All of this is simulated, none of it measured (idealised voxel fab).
process module | voxel gate over fins
cross-section cut | 265 nm wide | cells 5 nm
A cross-section is a grid of square cells, given in bands from the top down. A band is one or more rows of cells.
Each band's line starts with the height of the band's top and of its bottom, in nm. Then come its materials from left to right, each with its width in nm. One material with "throughout" fills the band from edge to edge. "air" is empty space.
Height 0 is the level under which the wafer as received is all one material. The lowest band goes on downwards, as in "0 down".
A width such as "30 to 40" changes by the same amount from each row of cells to the next, from the band's top row to its bottom row.
"no change" after a step means that no cell of the cross-section changed.
closed voids: empty space of 8 cells or more with no open way to the top, each as width x height at its distance from the left edge, in nm
after a step's settings: what the simulator itself notes on the step
overlay nm, on a step with a mask: how far to the right of its planned place the mask lay; to the left if negative
plan
1 op RECEIVE | material Si
2 op CONFORMAL_DEP | material SiN | thk nm 10
3 op DIRECTIONAL_DEP | material aC | thk nm 10
4 op PATTERN | tone cover | mask id FINS | material resist | width nm 15 | pitch nm 50 | thk nm 30 | overlay nm 0
5 op DIRECTIONAL_ETCH | etch materials aC | depth nm 10
6 op STRIP | etch materials resist
7 op DIRECTIONAL_ETCH | etch materials SiN | depth nm 10
8 op DIRECTIONAL_ETCH | etch materials Si | depth nm 40
9 op STRIP | etch materials aC
10 op FILL_DEP | material SiO2 | thk nm 15
11 op CMP | height nm 10
12 op PATTERN | tone open | mask id RAIL | material resist | width nm 15 | thk nm 15 | overlay nm 0
13 op DIRECTIONAL_ETCH | etch materials SiO2 | depth nm 45
14 op STRIP | etch materials resist
15 op CONFORMAL_DEP | material TiN | thk nm 5
16 op FILL_DEP | material W | thk nm 10
17 op CMP | height nm 10
18 op SELECTIVE_ETCH | etch materials W Ru TiN | depth nm 25
19 op FILL_DEP | material SiO2 | thk nm 5
20 op CMP | height nm 10
21 op SELECTIVE_ETCH | etch materials SiO2 | depth nm 20
22 op STRIP | etch materials SiN
23 op CONFORMAL_DEP | material HfO2 | thk nm 5
24 op CONFORMAL_DEP | material TiN | thk nm 5
25 op CONFORMAL_DEP | material TiAl | thk nm 5
26 op CONFORMAL_DEP | material TiN | thk nm 5
27 op FILL_DEP | material W | thk nm 10
28 op CMP | height nm 25
29 op CONFORMAL_DEP | material SiCN | thk nm 10
first wafer, as planned
as received, after step 1
  0 down: Si throughout
  closed voids: none
after step 2
  10 to 0: SiN throughout
  below 0: unchanged
after step 3
  20 to 10: aC throughout
  below 10: unchanged
after step 4
  50 to 20: air 100 | resist 15 | air 35 | resist 15 | air 100
  below 20: unchanged
after step 5
  40 to 20: air 100 | resist 15 | air 35 | resist 15 | air 100
  20 to 10: air 100 | aC 15 | air 35 | aC 15 | air 100
  below 10: unchanged
after step 6
  20 to 10: air 100 | aC 15 | air 35 | aC 15 | air 100
  below 10: unchanged
after step 7
  20 to 10: air 100 | aC 15 | air 35 | aC 15 | air 100
  10 to 0: air 100 | SiN 15 | air 35 | SiN 15 | air 100
  below 0: unchanged
after step 8
  20 to 10: air 100 | aC 15 | air 35 | aC 15 | air 100
  10 to 0: air 100 | SiN 15 | air 35 | SiN 15 | air 100
  0 to -40: air 100 | Si 15 | air 35 | Si 15 | air 100
  below -40: unchanged
after step 9
  10 to 0: air 100 | SiN 15 | air 35 | SiN 15 | air 100
  below 0: unchanged
after step 10
  25 to 10: SiO2 throughout
  10 to 0: SiO2 100 | SiN 15 | SiO2 35 | SiN 15 | SiO2 100
  0 to -40: SiO2 100 | Si 15 | SiO2 35 | Si 15 | SiO2 100
  below -40: unchanged
after step 11
  10 to 0: SiO2 100 | SiN 15 | SiO2 35 | SiN 15 | SiO2 100
  below 0: unchanged
after step 12
  25 to 10: resist 125 | air 15 | resist 125
  below 10: unchanged
after step 13
  25 to 10: resist 125 | air 15 | resist 125
  10 to 0: SiO2 100 | SiN 15 | SiO2 10 | air 15 | SiO2 10 | SiN 15 | SiO2 100
  0 to -35: SiO2 100 | Si 15 | SiO2 10 | air 15 | SiO2 10 | Si 15 | SiO2 100
  below -35: unchanged
after step 14
  10 to 0: SiO2 100 | SiN 15 | SiO2 10 | air 15 | SiO2 10 | SiN 15 | SiO2 100
  below 0: unchanged
after step 15
  15 to 10: TiN 130 | air 5 | TiN 130
  10 to 0: SiO2 100 | SiN 15 | SiO2 10 | TiN 5 | air 5 | TiN 5 | SiO2 10 | SiN 15 | SiO2 100
  0 to -30: SiO2 100 | Si 15 | SiO2 10 | TiN 5 | air 5 | TiN 5 | SiO2 10 | Si 15 | SiO2 100
  -30 to -35: SiO2 100 | Si 15 | SiO2 10 | TiN 15 | SiO2 10 | Si 15 | SiO2 100
  below -35: unchanged
after step 16
  25 to 15: W throughout
  15 to 10: TiN 130 | W 5 | TiN 130
  10 to 0: SiO2 100 | SiN 15 | SiO2 10 | TiN 5 | W 5 | TiN 5 | SiO2 10 | SiN 15 | SiO2 100
  0 to -30: SiO2 100 | Si 15 | SiO2 10 | TiN 5 | W 5 | TiN 5 | SiO2 10 | Si 15 | SiO2 100
  below -30: unchanged
after step 17
  10 to 0: SiO2 100 | SiN 15 | SiO2 10 | TiN 5 | W 5 | TiN 5 | SiO2 10 | SiN 15 | SiO2 100
  below 0: unchanged
after step 18
  10 to 0: SiO2 100 | SiN 15 | SiO2 10 | air 15 | SiO2 10 | SiN 15 | SiO2 100
  0 to -15: SiO2 100 | Si 15 | SiO2 10 | air 15 | SiO2 10 | Si 15 | SiO2 100
  below -15: unchanged
after step 19
  15 to 10: SiO2 throughout
  10 to 0: SiO2 100 | SiN 15 | SiO2 35 | SiN 15 | SiO2 100
  0 to -15: SiO2 100 | Si 15 | SiO2 35 | Si 15 | SiO2 100
  below -15: unchanged
after step 20
  10 to 0: SiO2 100 | SiN 15 | SiO2 35 | SiN 15 | SiO2 100
  below 0: unchanged
after step 21
  10 to 0: air 100 | SiN 15 | air 35 | SiN 15 | air 100
  0 to -10: air 100 | Si 15 | air 35 | Si 15 | air 100
  below -10: unchanged
after step 22
  0 to -10: air 100 | Si 15 | air 35 | Si 15 | air 100
  below -10: unchanged
after step 23
  5 to 0: air 95 | HfO2 25 | air 25 | HfO2 25 | air 95
  0 to -5: air 95 | HfO2 5 | Si 15 | HfO2 5 | air 25 | HfO2 5 | Si 15 | HfO2 5 | air 95
  -5 to -10: HfO2 100 | Si 15 | HfO2 35 | Si 15 | HfO2 100
  below -10: unchanged
after step 24
  10 to 5: air 90 | TiN 35 | air 15 | TiN 35 | air 90
  5 to 0: air 90 | TiN 5 | HfO2 25 | TiN 5 | air 15 | TiN 5 | HfO2 25 | TiN 5 | air 90
  0 to -5: TiN 95 | HfO2 5 | Si 15 | HfO2 5 | TiN 25 | HfO2 5 | Si 15 | HfO2 5 | TiN 95
  below -5: unchanged
after step 25
  15 to 10: air 85 | TiAl 45 | air 5 | TiAl 45 | air 85
  10 to 5: air 85 | TiAl 5 | TiN 35 | TiAl 5 | air 5 | TiAl 5 | TiN 35 | TiAl 5 | air 85
  5 to 0: TiAl 90 | TiN 5 | HfO2 25 | TiN 5 | TiAl 15 | TiN 5 | HfO2 25 | TiN 5 | TiAl 90
  below 0: unchanged
after step 26
  20 to 15: air 80 | TiN 105 | air 80
  15 to 10: air 80 | TiN 5 | TiAl 45 | TiN 5 | TiAl 45 | TiN 5 | air 80
  10 to 5: TiN 85 | TiAl 5 | TiN 35 | TiAl 5 | TiN 5 | TiAl 5 | TiN 35 | TiAl 5 | TiN 85
  below 5: unchanged
after step 27
  30 to 20: W throughout
  20 to 15: W 80 | TiN 105 | W 80
  15 to 10: W 80 | TiN 5 | TiAl 45 | TiN 5 | TiAl 45 | TiN 5 | W 80
  below 10: unchanged
after step 28
  25 to 20: W throughout
  below 20: unchanged
after step 29
  35 to 25: SiCN throughout
  below 25: unchanged
second wafer: like start, like plan, one mistake. Through step 20 it matches the first wafer
when step 21 should have ended
  10 to 0: air 100 | SiN 15 | air 35 | SiN 15 | air 100
  0 to -15: air 100 | Si 15 | air 35 | Si 15 | air 100
  -15 to -30: air 100 | Si 15 | air 10 | TiN 5 | W 5 | TiN 5 | air 10 | Si 15 | air 100
  below -30: unchanged
when step 22 should have ended
  0 to -15: air 100 | Si 15 | air 35 | Si 15 | air 100
  below -15: unchanged
when step 23 should have ended
  5 to 0: air 95 | HfO2 25 | air 25 | HfO2 25 | air 95
  0 to -10: air 95 | HfO2 5 | Si 15 | HfO2 5 | air 25 | HfO2 5 | Si 15 | HfO2 5 | air 95
  -10 to -15: air 95 | HfO2 5 | Si 15 | HfO2 35 | Si 15 | HfO2 5 | air 95
  -15 to -25: air 95 | HfO2 5 | Si 15 | HfO2 10 | TiN 5 | W 5 | TiN 5 | HfO2 10 | Si 15 | HfO2 5 | air 95
  -25 to -30: HfO2 100 | Si 15 | HfO2 10 | TiN 5 | W 5 | TiN 5 | HfO2 10 | Si 15 | HfO2 100
  below -30: unchanged
when step 24 should have ended
  10 to 5: air 90 | TiN 35 | air 15 | TiN 35 | air 90
  5 to 0: air 90 | TiN 5 | HfO2 25 | TiN 5 | air 15 | TiN 5 | HfO2 25 | TiN 5 | air 90
  0 to -5: air 90 | TiN 5 | HfO2 5 | Si 15 | HfO2 5 | TiN 5 | air 15 | TiN 5 | HfO2 5 | Si 15 | HfO2 5 | TiN 5 | air 90
  -5 to -10: air 90 | TiN 5 | HfO2 5 | Si 15 | HfO2 5 | TiN 25 | HfO2 5 | Si 15 | HfO2 5 | TiN 5 | air 90
  -10 to -15: air 90 | TiN 5 | HfO2 5 | Si 15 | HfO2 35 | Si 15 | HfO2 5 | TiN 5 | air 90
  -15 to -20: air 90 | TiN 5 | HfO2 5 | Si 15 | HfO2 10 | TiN 5 | W 5 | TiN 5 | HfO2 10 | Si 15 | HfO2 5 | TiN 5 | air 90
  -20 to -25: TiN 95 | HfO2 5 | Si 15 | HfO2 10 | TiN 5 | W 5 | TiN 5 | HfO2 10 | Si 15 | HfO2 5 | TiN 95
  below -25: unchanged
when step 25 should have ended
  15 to 10: air 85 | TiAl 45 | air 5 | TiAl 45 | air 85
  10 to 5: air 85 | TiAl 5 | TiN 35 | TiAl 5 | air 5 | TiAl 5 | TiN 35 | TiAl 5 | air 85
  5 to 0: air 85 | TiAl 5 | TiN 5 | HfO2 25 | TiN 5 | TiAl 5 | air 5 | TiAl 5 | TiN 5 | HfO2 25 | TiN 5 | TiAl 5 | air 85
  0 to -5: air 85 | TiAl 5 | TiN 5 | HfO2 5 | Si 15 | HfO2 5 | TiN 5 | TiAl 15 | TiN 5 | HfO2 5 | Si 15 | HfO2 5 | TiN 5 | TiAl 5 | air 85
  -5 to -10: air 85 | TiAl 5 | TiN 5 | HfO2 5 | Si 15 | HfO2 5 | TiN 25 | HfO2 5 | Si 15 | HfO2 5 | TiN 5 | TiAl 5 | air 85
  -10 to -15: air 85 | TiAl 5 | TiN 5 | HfO2 5 | Si 15 | HfO2 35 | Si 15 | HfO2 5 | TiN 5 | TiAl 5 | air 85
  -15 to -20: TiAl 90 | TiN 5 | HfO2 5 | Si 15 | HfO2 10 | TiN 5 | W 5 | TiN 5 | HfO2 10 | Si 15 | HfO2 5 | TiN 5 | TiAl 90
  below -20: unchanged
when step 26 should have ended
  20 to 15: air 80 | TiN 105 | air 80
  15 to 10: air 80 | TiN 5 | TiAl 45 | TiN 5 | TiAl 45 | TiN 5 | air 80
  10 to 5: air 80 | TiN 5 | TiAl 5 | TiN 35 | TiAl 5 | TiN 5 | TiAl 5 | TiN 35 | TiAl 5 | TiN 5 | air 80
  5 to 0: air 80 | TiN 5 | TiAl 5 | TiN 5 | HfO2 25 | TiN 5 | TiAl 5 | TiN 5 | TiAl 5 | TiN 5 | HfO2 25 | TiN 5 | TiAl 5 | TiN 5 | air 80
  0 to -5: air 80 | TiN 5 | TiAl 5 | TiN 5 | HfO2 5 | Si 15 | HfO2 5 | TiN 5 | TiAl 15 | TiN 5 | HfO2 5 | Si 15 | HfO2 5 | TiN 5 | TiAl 5 | TiN 5 | air 80
  -5 to -10: air 80 | TiN 5 | TiAl 5 | TiN 5 | HfO2 5 | Si 15 | HfO2 5 | TiN 25 | HfO2 5 | Si 15 | HfO2 5 | TiN 5 | TiAl 5 | TiN 5 | air 80
  -10 to -15: TiN 85 | TiAl 5 | TiN 5 | HfO2 5 | Si 15 | HfO2 35 | Si 15 | HfO2 5 | TiN 5 | TiAl 5 | TiN 85
  below -15: unchanged
when step 27 should have ended
  30 to 20: W throughout
  20 to 15: W 80 | TiN 105 | W 80
  15 to 10: W 80 | TiN 5 | TiAl 45 | TiN 5 | TiAl 45 | TiN 5 | W 80
  10 to 5: W 80 | TiN 5 | TiAl 5 | TiN 35 | TiAl 5 | TiN 5 | TiAl 5 | TiN 35 | TiAl 5 | TiN 5 | W 80
  5 to 0: W 80 | TiN 5 | TiAl 5 | TiN 5 | HfO2 25 | TiN 5 | TiAl 5 | TiN 5 | TiAl 5 | TiN 5 | HfO2 25 | TiN 5 | TiAl 5 | TiN 5 | W 80
  0 to -5: W 80 | TiN 5 | TiAl 5 | TiN 5 | HfO2 5 | Si 15 | HfO2 5 | TiN 5 | TiAl 15 | TiN 5 | HfO2 5 | Si 15 | HfO2 5 | TiN 5 | TiAl 5 | TiN 5 | W 80
  -5 to -10: W 80 | TiN 5 | TiAl 5 | TiN 5 | HfO2 5 | Si 15 | HfO2 5 | TiN 25 | HfO2 5 | Si 15 | HfO2 5 | TiN 5 | TiAl 5 | TiN 5 | W 80
  below -10: unchanged
when step 28 should have ended
  25 to 20: W throughout
  below 20: unchanged
when step 29 should have ended
  35 to 25: SiCN throughout
  below 25: unchanged
what went wrong: step 21 was run twice
at the end the second wafer has, in cells: 22 more of HfO2 | 179 fewer of SiO2 | 10 more of TiAl | 19 more of TiN | 128 more of W
